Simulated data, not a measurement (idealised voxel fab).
The following is a process module called voxel wiring stack.
170 nm wide, 5 nm square cells: that's cross-section cut.
If you're reading a cross-section in this doc, picture square cells in a grid; it comes to you as bands, top ones listed first down to the bottom, and a band can be one or more rows of cells. Top, bottom (nm), then materials left to right with widths (nm); lone material tagged "edge to edge" fills the whole band edge to edge; "blank" = empty space. A quick word on heights: they are counted from 0, and under that level the wafer as it came to us is one material throughout. The lowest band is different from the rest in having no bottom; it simply continues downward, written as in "0 nm and below". A width such as "30->40" changes by the same amount from each row of cells to the next, from the band's top row to its bottom row. Step note "nothing was modified" = no cross-section cell changed. Reported under the label "Trapped cavities" are the empty spaces having no open way to the top and comprising 8 cells or more; the notation for each is width x height at distance, in which the distance is measured from the left edge and all three values are in nm. Text after the settings on a step's line: the simulator's own remark on that step. The optional step-line setting "overlay nm" applies to steps with a mask and quantifies how far to the right of its planned location the mask lay, a negative value indicating leftward placement. So the way this works: pairs, before and after one process step. The after picture only goes down to the lowest band that actually changed, nothing below. Step and its settings are under each pair. And watch out, pairs might come from different runs of this module, same starting wafer though, so a pair only follows on from the one above if its "Incoming structure" entry tells you so.
## Incoming structure
- 95 nm to 80 nm | lowk (30)  blank (25)  lowk (15)  blank (25)  lowk (15)  blank (25)  lowk (35)
- 80 nm to 70 nm | lowk (30)  blank (15)  lowk (25)  blank (15)  lowk (25)  blank (15)  lowk (45)
- 70 nm to 65 nm | SiCN edge to edge
- 65 nm to 55 nm | SiO2 (30)  TiN (5)  Cu (15)  TiN (5)  SiO2 (15)  TiN (5)  Cu (15)  TiN (5)  SiO2 (15)  TiN (5)  Cu (15)  TiN (5)  SiO2 (35)
- 55 nm to 50 nm | SiO2 (30)  TiN (5)  Cu (5)  TiN (15)  SiO2 (15)  TiN (25)  SiO2 (15)  TiN (5)  Cu (5)  TiN (15)  SiO2 (35)
- 50 nm to 40 nm | SiO2 (30)  TiN (5)  Cu (5)  TiN (5)  SiO2 (65)  TiN (5)  Cu (5)  TiN (5)  SiO2 (45)
- 40 nm to 35 nm | SiCN (30)  TiN (15)  SiCN (65)  TiN (15)  SiCN (45)
- 35 nm to 20 nm | SiO2 (30)  SiN (5)  W (25)  SiN (5)  SiO2 (5)  SiN (5)  W (25)  SiN (5)  SiO2 (5)  SiN (5)  W (25)  SiN (5)  SiO2 (25)
- 20 nm to 15 nm | SiN (35)  TiN (25)  SiN (15)  TiN (25)  SiN (15)  TiN (25)  SiN (30)
- 15 nm to 0 nm | SiO2 edge to edge
- 0 nm and below | Si edge to edge
- Trapped cavities: none
## Post-Step Cross-Section
- 95 nm to 80 nm | lowk (30)  blank (25)  lowk (15)  blank (25)  lowk (15)  blank (25)  lowk (35)
- 80 nm to 70 nm | lowk (30)  blank (15)  lowk (25)  blank (15)  lowk (25)  blank (15)  lowk (45)
- 70 nm to 65 nm | SiCN (30)  blank (15)  SiCN (25)  blank (15)  SiCN (25)  blank (15)  SiCN (45)
- Note: structure below 65 unchanged.
- Trapped cavities: none
Which step turns the before cross-section above into the after cross-section? MASKED_ETCH | tone open | mask id METAL_3_HOLES | width nm 15 | pitch nm 40 | etch materials SiCN | depth nm 5 | overlay nm 0
Incoming structure: It is represented by the cross-section appearing after the step of the pair directly above.
## Post-Step Cross-Section
- 100 nm to 95 nm | TiN (35)  blank (15)  TiN (25)  blank (15)  TiN (25)  blank (15)  TiN (40)
- 95 nm to 85 nm | lowk (30)  TiN (5)  blank (15)  TiN (5)  lowk (15)  TiN (5)  blank (15)  TiN (5)  lowk (15)  TiN (5)  blank (15)  TiN (5)  lowk (35)
- 85 nm to 80 nm | lowk (30)  TiN (5)  blank (5)  TiN (15)  lowk (15)  TiN (5)  blank (5)  TiN (15)  lowk (15)  TiN (5)  blank (5)  TiN (15)  lowk (35)
- 80 nm to 70 nm | lowk (30)  TiN (5)  blank (5)  TiN (5)  lowk (25)  TiN (5)  blank (5)  TiN (5)  lowk (25)  TiN (5)  blank (5)  TiN (5)  lowk (45)
- 70 nm to 65 nm | SiCN (30)  TiN (15)  SiCN (25)  TiN (15)  SiCN (25)  TiN (15)  SiCN (45)
- Note: structure below 65 unchanged.
- Trapped cavities: none
Which step turns the before cross-section above into the after cross-section? CONFORMAL_DEP | material TiN | thk nm 5
Incoming structure: It is represented by the cross-section appearing after the step of the pair directly above.
## Post-Step Cross-Section
- 110 nm to 100 nm | Cu edge to edge
- 100 nm to 95 nm | TiN (35)  Cu (15)  TiN (25)  Cu (15)  TiN (25)  Cu (15)  TiN (40)
- 95 nm to 85 nm | lowk (30)  TiN (5)  Cu (15)  TiN (5)  lowk (15)  TiN (5)  Cu (15)  TiN (5)  lowk (15)  TiN (5)  Cu (15)  TiN (5)  lowk (35)
- 85 nm to 80 nm | lowk (30)  TiN (5)  Cu (5)  TiN (15)  lowk (15)  TiN (5)  Cu (5)  TiN (15)  lowk (15)  TiN (5)  Cu (5)  TiN (15)  lowk (35)
- 80 nm to 70 nm | lowk (30)  TiN (5)  Cu (5)  TiN (5)  lowk (25)  TiN (5)  Cu (5)  TiN (5)  lowk (25)  TiN (5)  Cu (5)  TiN (5)  lowk (45)
- Note: structure below 70 unchanged.
- Trapped cavities: none
Which step turns the before cross-section above into the after cross-section? FILL_DEP | material Cu | thk nm 10
Incoming structure: It is represented by the cross-section appearing after the step of the pair directly above.
## Post-Step Cross-Section
- 95 nm to 85 nm | lowk (30)  TiN (5)  Cu (15)  TiN (5)  lowk (15)  TiN (5)  Cu (15)  TiN (5)  lowk (15)  TiN (5)  Cu (15)  TiN (5)  lowk (35)
- Note: structure below 85 unchanged.
- Trapped cavities: none
Which step turns the before cross-section above into the after cross-section? CMP | height nm 95
Incoming structure: It is represented by the cross-section appearing after the step of the pair directly above.
## Post-Step Cross-Section
- 100 nm to 95 nm | SiN edge to edge
- Note: structure below 95 unchanged.
- Trapped cavities: none
Which step turns the before cross-section above into the after cross-section? CONFORMAL_DEP | material SiN | thk nm 5
## Incoming structure
- 65 nm to 55 nm | SiO2 (30)  TiN (5)  Cu (15)  TiN (5)  SiO2 (15)  TiN (5)  Cu (15)  TiN (5)  SiO2 (15)  TiN (5)  Cu (15)  TiN (5)  SiO2 (35)
- 55 nm to 50 nm | SiO2 (30)  TiN (5)  Cu (5)  TiN (15)  SiO2 (15)  TiN (25)  SiO2 (15)  TiN (5)  Cu (5)  TiN (15)  SiO2 (35)
- 50 nm to 40 nm | SiO2 (30)  TiN (5)  Cu (5)  TiN (5)  SiO2 (65)  TiN (5)  Cu (5)  TiN (5)  SiO2 (45)
- 40 nm to 35 nm | SiCN (30)  TiN (15)  SiCN (65)  TiN (15)  SiCN (45)
- 35 nm to 20 nm | SiO2 (25)  SiN (5)  W (25)  SiN (5)  SiO2 (5)  SiN (5)  W (25)  SiN (5)  SiO2 (5)  SiN (5)  W (25)  SiN (5)  SiO2 (30)
- 20 nm to 15 nm | SiN (30)  TiN (25)  SiN (15)  TiN (25)  SiN (15)  TiN (25)  SiN (35)
- 15 nm to 0 nm | SiO2 edge to edge
- 0 nm and below | Si edge to edge
- Trapped cavities: none
## Post-Step Cross-Section
- 70 nm to 65 nm | SiO2 edge to edge
- Note: structure below 65 unchanged.
- Trapped cavities: none
Which step turns the before cross-section above into the after cross-section? CONFORMAL_DEP | material SiO2 | thk nm 5
Incoming structure: It is represented by the cross-section appearing after the step of the pair directly above.
## Post-Step Cross-Section
- 95 nm to 70 nm | lowk edge to edge
- Note: structure below 70 unchanged.
- Trapped cavities: none
Which step turns the before cross-section above into the after cross-section? DIRECTIONAL_DEP | material lowk | thk nm 25
Incoming structure: It is represented by the cross-section appearing after the step of the pair directly above.
## Post-Step Cross-Section
- 95 nm to 80 nm | lowk (30)  blank (25)  lowk (15)  blank (25)  lowk (15)  blank (25)  lowk (35)
- Note: structure below 80 unchanged.
- Trapped cavities: none
Which step turns the before cross-section above into the after cross-section? MASKED_ETCH | tone open | mask id METAL_3 | width nm 25 | pitch nm 40 | etch materials lowk | depth nm 15 | overlay nm 0
Incoming structure: It is represented by the cross-section appearing after the step of the pair directly above.
## Post-Step Cross-Section
- 95 nm to 80 nm | lowk (30)  blank (25)  lowk (15)  blank (25)  lowk (15)  blank (25)  lowk (35)
- 80 nm to 70 nm | lowk (30)  blank (15)  lowk (25)  blank (15)  lowk (25)  blank (15)  lowk (45)
- Note: structure below 70 unchanged.
- Trapped cavities: none
Which step turns the before cross-section above into the after cross-section? MASKED_ETCH | tone open | mask id METAL_3_HOLES | width nm 15 | pitch nm 40 | etch materials lowk | depth nm 10 | overlay nm 0
Incoming structure: It is represented by the cross-section appearing after the step of the pair directly above.
## Post-Step Cross-Section
- 100 nm to 95 nm | TiN (35)  blank (15)  TiN (25)  blank (15)  TiN (25)  blank (15)  TiN (40)
- 95 nm to 85 nm | lowk (30)  TiN (5)  blank (15)  TiN (5)  lowk (15)  TiN (5)  blank (15)  TiN (5)  lowk (15)  TiN (5)  blank (15)  TiN (5)  lowk (35)
- 85 nm to 75 nm | lowk (30)  TiN (5)  blank (5)  TiN (15->5)  lowk (15->25)  TiN (5)  blank (5)  TiN (15->5)  lowk (15->25)  TiN (5)  blank (5)  TiN (15->5)  lowk (35->45)
- 75 nm to 70 nm | lowk (30)  TiN (15)  lowk (25)  TiN (15)  lowk (25)  TiN (15)  lowk (45)
- Note: structure below 70 unchanged.
- Trapped cavities: none
Which step turns the before cross-section above into the after cross-section? CONFORMAL_DEP | material TiN | thk nm 5
Incoming structure: It is represented by the cross-section appearing after the step of the pair directly above.
## Post-Step Cross-Section
- 110 nm to 100 nm | Cu edge to edge
- 100 nm to 95 nm | TiN (35)  Cu (15)  TiN (25)  Cu (15)  TiN (25)  Cu (15)  TiN (40)
- 95 nm to 85 nm | lowk (30)  TiN (5)  Cu (15)  TiN (5)  lowk (15)  TiN (5)  Cu (15)  TiN (5)  lowk (15)  TiN (5)  Cu (15)  TiN (5)  lowk (35)
- 85 nm to 75 nm | lowk (30)  TiN (5)  Cu (5)  TiN (15->5)  lowk (15->25)  TiN (5)  Cu (5)  TiN (15->5)  lowk (15->25)  TiN (5)  Cu (5)  TiN (15->5)  lowk (35->45)
- Note: structure below 75 unchanged.
- Trapped cavities: none
Which step turns the before cross-section above into the after cross-section? FILL_DEP | material Cu | thk nm 10
Incoming structure: It is represented by the cross-section appearing after the step of the pair directly above.
## Post-Step Cross-Section
- 95 nm to 85 nm | lowk (30)  TiN (5)  Cu (15)  TiN (5)  lowk (15)  TiN (5)  Cu (15)  TiN (5)  lowk (15)  TiN (5)  Cu (15)  TiN (5)  lowk (35)
- Note: structure below 85 unchanged.
- Trapped cavities: none
Which step turns the before cross-section above into the after cross-section? CMP | height nm 95
Incoming structure: It is represented by the cross-section appearing after the step of the pair directly above.
## Post-Step Cross-Section
- 100 nm to 95 nm | SiN edge to edge
- Note: structure below 95 unchanged.
- Trapped cavities: none
Which step turns the before cross-section above into the after cross-section? CONFORMAL_DEP | material SiN | thk nm 5
## Incoming structure
- 95 nm to 70 nm | lowk edge to edge
- 70 nm to 65 nm | SiCN edge to edge
- 65 nm to 55 nm | SiO2 (30)  TiN (5)  Cu (15)  TiN (5)  SiO2 (15)  TiN (5)  Cu (15)  TiN (5)  SiO2 (15)  TiN (5)  Cu (15)  TiN (5)  SiO2 (35)
- 55 nm to 50 nm | SiO2 (30)  TiN (5)  Cu (5)  TiN (15)  SiO2 (15)  TiN (25)  SiO2 (15)  TiN (5)  Cu (5)  TiN (15)  SiO2 (35)
- 50 nm to 40 nm | SiO2 (30)  TiN (5)  Cu (5)  TiN (5)  SiO2 (65)  TiN (5)  Cu (5)  TiN (5)  SiO2 (45)
- 40 nm to 35 nm | SiCN (30)  TiN (15)  SiCN (65)  TiN (15)  SiCN (45)
- 35 nm to 20 nm | SiO2 (25)  SiN (5)  W (25)  SiN (5)  SiO2 (5)  SiN (5)  W (25)  SiN (5)  SiO2 (5)  SiN (5)  W (25)  SiN (5)  SiO2 (30)
- 20 nm to 15 nm | SiN (30)  TiN (25)  SiN (15)  TiN (25)  SiN (15)  TiN (25)  SiN (35)
- 15 nm to 0 nm | SiO2 edge to edge
- 0 nm and below | Si edge to edge
- Trapped cavities: none
## Post-Step Cross-Section
- 95 nm to 80 nm | blank (30)  lowk (25)  blank (15)  lowk (25)  blank (15)  lowk (25)  blank (35)
- Note: structure below 80 unchanged.
- Trapped cavities: none
Which step turns the before cross-section above into the after cross-section? MASKED_ETCH | tone cover | mask id METAL_3 | width nm 25 | pitch nm 40 | etch materials lowk | depth nm 15 | overlay nm 0
Incoming structure: It is represented by the cross-section appearing after the step of the pair directly above.
## Post-Step Cross-Section
- 95 nm to 85 nm | blank (45)  lowk (10)  blank (30)  lowk (10)  blank (30)  lowk (10)  blank (35)
- Note: structure below 85 unchanged.
- Trapped cavities: none
Which step turns the before cross-section above into the after cross-section? MASKED_ETCH | tone open | mask id METAL_3_HOLES | width nm 15 | pitch nm 40 | etch materials lowk | depth nm 10 | overlay nm 0
Incoming structure: It is represented by the cross-section appearing after the step of the pair directly above.
## Post-Step Cross-Section
- 100 nm to 95 nm | blank (40)  TiN (20)  blank (20)  TiN (20)  blank (20)  TiN (20)  blank (30)
- 95 nm to 85 nm | blank (40->25)  TiN (5->20)  lowk (10)  TiN (5)  blank (20->5)  TiN (5->20)  lowk (10)  TiN (5)  blank (20->5)  TiN (5->20)  lowk (10)  TiN (5)  blank (30)
- 85 nm to 80 nm | TiN (30)  lowk (25)  TiN (15)  lowk (25)  TiN (15)  lowk (25)  TiN (35)
- Note: structure below 80 unchanged.
- Trapped cavities: none
Which step turns the before cross-section above into the after cross-section? CONFORMAL_DEP | material TiN | thk nm 5
Incoming structure: It is represented by the cross-section appearing after the step of the pair directly above.
## Post-Step Cross-Section
- 110 nm to 100 nm | Cu edge to edge
- 100 nm to 95 nm | Cu (40)  TiN (20)  Cu (20)  TiN (20)  Cu (20)  TiN (20)  Cu (30)
- 95 nm to 85 nm | Cu (40->25)  TiN (5->20)  lowk (10)  TiN (5)  Cu (20->5)  TiN (5->20)  lowk (10)  TiN (5)  Cu (20->5)  TiN (5->20)  lowk (10)  TiN (5)  Cu (30)
- Note: structure below 85 unchanged.
- Trapped cavities: none
Which step turns the before cross-section above into the after cross-section? FILL_DEP | material Cu | thk nm 10
Incoming structure: It is represented by the cross-section appearing after the step of the pair directly above.
## Post-Step Cross-Section
- 95 nm to 85 nm | Cu (40->25)  TiN (5->20)  lowk (10)  TiN (5)  Cu (20->5)  TiN (5->20)  lowk (10)  TiN (5)  Cu (20->5)  TiN (5->20)  lowk (10)  TiN (5)  Cu (30)
- Note: structure below 85 unchanged.
- Trapped cavities: none
Which step turns the before cross-section above into the after cross-section? CMP | height nm 95
Incoming structure: It is represented by the cross-section appearing after the step of the pair directly above.
## Post-Step Cross-Section
- 100 nm to 95 nm | SiN edge to edge
- Note: structure below 95 unchanged.
- Trapped cavities: none
Which step turns the before cross-section above into the after cross-section? CONFORMAL_DEP | material SiN | thk nm 5
